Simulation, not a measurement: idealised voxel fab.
The process module presented herein is designated voxel self aligned contacts.
Each square cell in cross-section cut measures 5 nm, and the section as a whole is 170 nm wide.
Format of a cross-section: grid, square cells. Given as bands. Order: top down. Band: one or more rows of cells. In this notation a band is specified by the heights of its top and bottom, in that order and in nm, after which its materials appear from left to right, each paired with its width in nm. The word "edge to edge" attached to a single material means that material fills the band from edge to edge; the word "empty" stands for empty space. Note: height 0 marks the level under which the wafer is uniformly one material as received. Lowest band unbounded below, written "0 nm and below". With a width like "30..40", each row of cells in the band differs from the next by the same amount, the top row carrying the first number and the bottom row the second. When a step is marked "no modifications", none of the cells in the cross-section changed during that step. In "Trapped void list" the enclosed voids are listed, meaning empty spaces of 8 cells or larger without any opening to the top. The form is width x height at distance, distance from the left edge, units nm. The remark found on a step's line after its settings is issued by the simulator itself and pertains to that step. For masked steps, "overlay nm" on the step line gives how far right of plan the mask actually lay; a minus sign means it lay to the left.

So here's the lineup of process steps we planned:
step 1: RECEIVE (material Si)
step 2: OXIDIZE (depth nm 5)
step 3: DIRECTIONAL_DEP (material polySi; thk nm 20)
step 4: DIRECTIONAL_DEP (material SiN; thk nm 15)
step 5: DIRECTIONAL_DEP (material aC; thk nm 10)
step 6: PATTERN (tone cover; mask id GATE; material resist; width nm 35; pitch nm 65; thk nm 25; overlay nm 0)
step 7: DIRECTIONAL_ETCH (etch materials aC; depth nm 10)
step 8: STRIP (etch materials resist)
step 9: DIRECTIONAL_ETCH (etch materials SiN; depth nm 15)
step 10: DIRECTIONAL_ETCH (etch materials polySi; depth nm 20)
step 11: STRIP (etch materials aC)
step 12: CONFORMAL_DEP (material SiN; thk nm 5)
step 13: DIRECTIONAL_ETCH (etch materials SiN; depth nm 5)
step 14: FILL_DEP (material SiO2; thk nm 15)
step 15: CMP (height nm 40)
step 16: DIRECTIONAL_DEP (material aC; thk nm 15)
step 17: PATTERN (tone open; mask id CONTACT; material resist; width nm 50; thk nm 30; overlay nm 0)
step 18: DIRECTIONAL_ETCH (etch materials aC; depth nm 15)
step 19: STRIP (etch materials resist)
step 20: DIRECTIONAL_ETCH (etch materials SiO2; depth nm 45)
step 21: STRIP (etch materials aC)
step 22: CONFORMAL_DEP (material TiN; thk nm 5)
step 23: FILL_DEP (material W; thk nm 10)
step 24: CMP (height nm 40)
step 25: CONFORMAL_DEP (material SiCN; thk nm 5)

First wafer out of two, processed as planned:

As received (post step 1): cross-section:
- 0 nm and below  Si edge to edge
- Trapped void list: none

The following cross-section depicts the wafer upon completion of step 2:
- 0 nm to -5 nm  SiO2 edge to edge
- Below -5, the layers are the same as they were.

The following cross-section depicts the wafer upon completion of step 3:
- 20 nm to 0 nm  polySi edge to edge
- Below 0, the layers are the same as they were.

The following cross-section depicts the wafer upon completion of step 4:
- 35 nm to 20 nm  SiN edge to edge
- Below 20, the layers are the same as they were.

The following cross-section depicts the wafer upon completion of step 5:
- 45 nm to 35 nm  aC edge to edge
- Below 35, the layers are the same as they were.

The following cross-section depicts the wafer upon completion of step 6:
- 70 nm to 45 nm  empty (35)  resist (35)  empty (30)  resist (35)  empty (35)
- Below 45, the layers are the same as they were.

The following cross-section depicts the wafer upon completion of step 7:
- 60 nm to 45 nm  empty (35)  resist (35)  empty (30)  resist (35)  empty (35)
- 45 nm to 35 nm  empty (35)  aC (35)  empty (30)  aC (35)  empty (35)
- Below 35, the layers are the same as they were.

The following cross-section depicts the wafer upon completion of step 8:
- 45 nm to 35 nm  empty (35)  aC (35)  empty (30)  aC (35)  empty (35)
- Below 35, the layers are the same as they were.

The following cross-section depicts the wafer upon completion of step 9:
- 45 nm to 35 nm  empty (35)  aC (35)  empty (30)  aC (35)  empty (35)
- 35 nm to 20 nm  empty (35)  SiN (35)  empty (30)  SiN (35)  empty (35)
- Below 20, the layers are the same as they were.

The following cross-section depicts the wafer upon completion of step 10:
- 45 nm to 35 nm  empty (35)  aC (35)  empty (30)  aC (35)  empty (35)
- 35 nm to 20 nm  empty (35)  SiN (35)  empty (30)  SiN (35)  empty (35)
- 20 nm to 0 nm  empty (35)  polySi (35)  empty (30)  polySi (35)  empty (35)
- Below 0, the layers are the same as they were.

The following cross-section depicts the wafer upon completion of step 11:
- 35 nm to 20 nm  empty (35)  SiN (35)  empty (30)  SiN (35)  empty (35)
- Below 20, the layers are the same as they were.

The following cross-section depicts the wafer upon completion of step 12:
- 40 nm to 20 nm  empty (30)  SiN (45)  empty (20)  SiN (45)  empty (30)
- 20 nm to 5 nm  empty (30)  SiN (5)  polySi (35)  SiN (5)  empty (20)  SiN (5)  polySi (35)  SiN (5)  empty (30)
- 5 nm to 0 nm  SiN (35)  polySi (35)  SiN (30)  polySi (35)  SiN (35)
- Below 0, the layers are the same as they were.

The following cross-section depicts the wafer upon completion of step 13:
- 35 nm to 20 nm  empty (30)  SiN (45)  empty (20)  SiN (45)  empty (30)
- 20 nm to 0 nm  empty (30)  SiN (5)  polySi (35)  SiN (5)  empty (20)  SiN (5)  polySi (35)  SiN (5)  empty (30)
- Below 0, the layers are the same as they were.

The following cross-section depicts the wafer upon completion of step 14:
- 50 nm to 35 nm  SiO2 edge to edge
- 35 nm to 20 nm  SiO2 (30)  SiN (45)  SiO2 (20)  SiN (45)  SiO2 (30)
- 20 nm to 0 nm  SiO2 (30)  SiN (5)  polySi (35)  SiN (5)  SiO2 (20)  SiN (5)  polySi (35)  SiN (5)  SiO2 (30)
- Below 0, the layers are the same as they were.

The following cross-section depicts the wafer upon completion of step 15:
- 40 nm to 35 nm  SiO2 edge to edge
- Below 35, the layers are the same as they were.

The following cross-section depicts the wafer upon completion of step 16:
- 55 nm to 40 nm  aC edge to edge
- Below 40, the layers are the same as they were.

The following cross-section depicts the wafer upon completion of step 17:
- 85 nm to 55 nm  resist (60)  empty (50)  resist (60)
- Below 55, the layers are the same as they were.

The following cross-section depicts the wafer upon completion of step 18:
- 70 nm to 55 nm  resist (60)  empty (50)  resist (60)
- 55 nm to 40 nm  aC (60)  empty (50)  aC (60)
- Below 40, the layers are the same as they were.

The following cross-section depicts the wafer upon completion of step 19:
- 55 nm to 40 nm  aC (60)  empty (50)  aC (60)
- Below 40, the layers are the same as they were.

The following cross-section depicts the wafer upon completion of step 20:
- 55 nm to 40 nm  aC (60)  empty (50)  aC (60)
- 40 nm to 35 nm  SiO2 (60)  empty (50)  SiO2 (60)
- 35 nm to 20 nm  SiO2 (30)  SiN (45)  empty (20)  SiN (45)  SiO2 (30)
- 20 nm to 0 nm  SiO2 (30)  SiN (5)  polySi (35)  SiN (5)  empty (20)  SiN (5)  polySi (35)  SiN (5)  SiO2 (30)
- 0 nm to -5 nm  SiO2 (75)  empty (20)  SiO2 (75)
- Below -5, the layers are the same as they were.

The following cross-section depicts the wafer upon completion of step 21:
- 40 nm to 35 nm  SiO2 (60)  empty (50)  SiO2 (60)
- Below 35, the layers are the same as they were.

The following cross-section depicts the wafer upon completion of step 22:
- 45 nm to 40 nm  TiN (65)  empty (40)  TiN (65)
- 40 nm to 35 nm  SiO2 (60)  TiN (20)  empty (10)  TiN (20)  SiO2 (60)
- 35 nm to 20 nm  SiO2 (30)  SiN (45)  TiN (5)  empty (10)  TiN (5)  SiN (45)  SiO2 (30)
- 20 nm to 0 nm  SiO2 (30)  SiN (5)  polySi (35)  SiN (5)  TiN (5)  empty (10)  TiN (5)  SiN (5)  polySi (35)  SiN (5)  SiO2 (30)
- 0 nm to -5 nm  SiO2 (75)  TiN (20)  SiO2 (75)
- Below -5, the layers are the same as they were.

The following cross-section depicts the wafer upon completion of step 23:
- 55 nm to 45 nm  W edge to edge
- 45 nm to 40 nm  TiN (65)  W (40)  TiN (65)
- 40 nm to 35 nm  SiO2 (60)  TiN (20)  W (10)  TiN (20)  SiO2 (60)
- 35 nm to 20 nm  SiO2 (30)  SiN (45)  TiN (5)  W (10)  TiN (5)  SiN (45)  SiO2 (30)
- 20 nm to 0 nm  SiO2 (30)  SiN (5)  polySi (35)  SiN (5)  TiN (5)  W (10)  TiN (5)  SiN (5)  polySi (35)  SiN (5)  SiO2 (30)
- Below 0, the layers are the same as they were.

The following cross-section depicts the wafer upon completion of step 24:
- 40 nm to 35 nm  SiO2 (60)  TiN (20)  W (10)  TiN (20)  SiO2 (60)
- Below 35, the layers are the same as they were.

The following cross-section depicts the wafer upon completion of step 25:
- 45 nm to 40 nm  SiCN edge to edge
- Below 40, the layers are the same as they were.

The remaining wafer, second of the two, started like the first and was run to the same plan, except that one mistake was made along the way; the two coincide through step 5, inclusive:

Cross-section of the second wafer when, according to plan, step 6 should have finished:
- 70 nm to 45 nm  resist (35)  empty (35)  resist (30)  empty (35)  resist (35)
- Below 45, the layers are the same as they were.

Cross-section of the second wafer when, according to plan, step 7 should have finished:
- 60 nm to 45 nm  resist (35)  empty (35)  resist (30)  empty (35)  resist (35)
- 45 nm to 35 nm  aC (35)  empty (35)  aC (30)  empty (35)  aC (35)
- Below 35, the layers are the same as they were.

Cross-section of the second wafer when, according to plan, step 8 should have finished:
- 45 nm to 35 nm  aC (35)  empty (35)  aC (30)  empty (35)  aC (35)
- Below 35, the layers are the same as they were.

Cross-section of the second wafer when, according to plan, step 9 should have finished:
- 45 nm to 35 nm  aC (35)  empty (35)  aC (30)  empty (35)  aC (35)
- 35 nm to 20 nm  SiN (35)  empty (35)  SiN (30)  empty (35)  SiN (35)
- Below 20, the layers are the same as they were.

Cross-section of the second wafer when, according to plan, step 10 should have finished:
- 45 nm to 35 nm  aC (35)  empty (35)  aC (30)  empty (35)  aC (35)
- 35 nm to 20 nm  SiN (35)  empty (35)  SiN (30)  empty (35)  SiN (35)
- 20 nm to 0 nm  polySi (35)  empty (35)  polySi (30)  empty (35)  polySi (35)
- Below 0, the layers are the same as they were.

Cross-section of the second wafer when, according to plan, step 11 should have finished:
- 35 nm to 20 nm  SiN (35)  empty (35)  SiN (30)  empty (35)  SiN (35)
- Below 20, the layers are the same as they were.

Cross-section of the second wafer when, according to plan, step 12 should have finished:
- 40 nm to 20 nm  SiN (40)  empty (25)  SiN (40)  empty (25)  SiN (40)
- 20 nm to 5 nm  polySi (35)  SiN (5)  empty (25)  SiN (5)  polySi (30)  SiN (5)  empty (25)  SiN (5)  polySi (35)
- 5 nm to 0 nm  polySi (35)  SiN (35)  polySi (30)  SiN (35)  polySi (35)
- Below 0, the layers are the same as they were.

Cross-section of the second wafer when, according to plan, step 13 should have finished:
- 35 nm to 20 nm  SiN (40)  empty (25)  SiN (40)  empty (25)  SiN (40)
- 20 nm to 0 nm  polySi (35)  SiN (5)  empty (25)  SiN (5)  polySi (30)  SiN (5)  empty (25)  SiN (5)  polySi (35)
- Below 0, the layers are the same as they were.

Cross-section of the second wafer when, according to plan, step 14 should have finished:
- 50 nm to 35 nm  SiO2 edge to edge
- 35 nm to 20 nm  SiN (40)  SiO2 (25)  SiN (40)  SiO2 (25)  SiN (40)
- 20 nm to 0 nm  polySi (35)  SiN (5)  SiO2 (25)  SiN (5)  polySi (30)  SiN (5)  SiO2 (25)  SiN (5)  polySi (35)
- Below 0, the layers are the same as they were.

Cross-section of the second wafer when, according to plan, step 15 should have finished:
- 40 nm to 35 nm  SiO2 edge to edge
- Below 35, the layers are the same as they were.

Cross-section of the second wafer when, according to plan, step 16 should have finished:
- 55 nm to 40 nm  aC edge to edge
- Below 40, the layers are the same as they were.

Cross-section of the second wafer when, according to plan, step 17 should have finished:
- 85 nm to 55 nm  resist (60)  empty (50)  resist (60)
- Below 55, the layers are the same as they were.

Cross-section of the second wafer when, according to plan, step 18 should have finished:
- 70 nm to 55 nm  resist (60)  empty (50)  resist (60)
- 55 nm to 40 nm  aC (60)  empty (50)  aC (60)
- Below 40, the layers are the same as they were.

Cross-section of the second wafer when, according to plan, step 19 should have finished:
- 55 nm to 40 nm  aC (60)  empty (50)  aC (60)
- Below 40, the layers are the same as they were.

Cross-section of the second wafer when, according to plan, step 20 should have finished:
- 55 nm to 40 nm  aC (60)  empty (50)  aC (60)
- 40 nm to 35 nm  SiO2 (60)  empty (50)  SiO2 (60)
- 35 nm to 20 nm  SiN (40)  SiO2 (20)  empty (5)  SiN (40)  empty (5)  SiO2 (20)  SiN (40)
- 20 nm to 0 nm  polySi (35)  SiN (5)  SiO2 (20)  empty (5)  SiN (5)  polySi (30)  SiN (5)  empty (5)  SiO2 (20)  SiN (5)  polySi (35)
- 0 nm to -5 nm  SiO2 (60)  empty (5)  SiO2 (40)  empty (5)  SiO2 (60)
- Below -5, the layers are the same as they were.

Cross-section of the second wafer when, according to plan, step 21 should have finished:
- 40 nm to 35 nm  SiO2 (60)  empty (50)  SiO2 (60)
- Below 35, the layers are the same as they were.

Cross-section of the second wafer when, according to plan, step 22 should have finished:
- 45 nm to 40 nm  TiN (65)  empty (40)  TiN (65)
- 40 nm to 35 nm  SiO2 (60)  TiN (50)  SiO2 (60)
- 35 nm to 20 nm  SiN (40)  SiO2 (20)  TiN (5)  SiN (40)  TiN (5)  SiO2 (20)  SiN (40)
- 20 nm to 0 nm  polySi (35)  SiN (5)  SiO2 (20)  TiN (5)  SiN (5)  polySi (30)  SiN (5)  TiN (5)  SiO2 (20)  SiN (5)  polySi (35)
- 0 nm to -5 nm  SiO2 (60)  TiN (5)  SiO2 (40)  TiN (5)  SiO2 (60)
- Below -5, the layers are the same as they were.

Cross-section of the second wafer when, according to plan, step 23 should have finished:
- 55 nm to 45 nm  W edge to edge
- 45 nm to 40 nm  TiN (65)  W (40)  TiN (65)
- Below 40, the layers are the same as they were.

Cross-section of the second wafer when, according to plan, step 24 should have finished:
- 40 nm to 35 nm  SiO2 (60)  TiN (50)  SiO2 (60)
- Below 35, the layers are the same as they were.

Cross-section of the second wafer when, according to plan, step 25 should have finished:
- 45 nm to 40 nm  SiCN edge to edge
- Below 40, the layers are the same as they were.
Want to know what went wrong? heads up, step 6 didn't go per plan, it actually ran as PATTERN (tone open; mask id GATE; material resist; width nm 35; pitch nm 65; thk nm 25; overlay nm 0)
Heads up, by the end the second wafer has more or fewer cells of some materials compared to the first: SiN +18, SiO2 -26, W -16, polySi +24
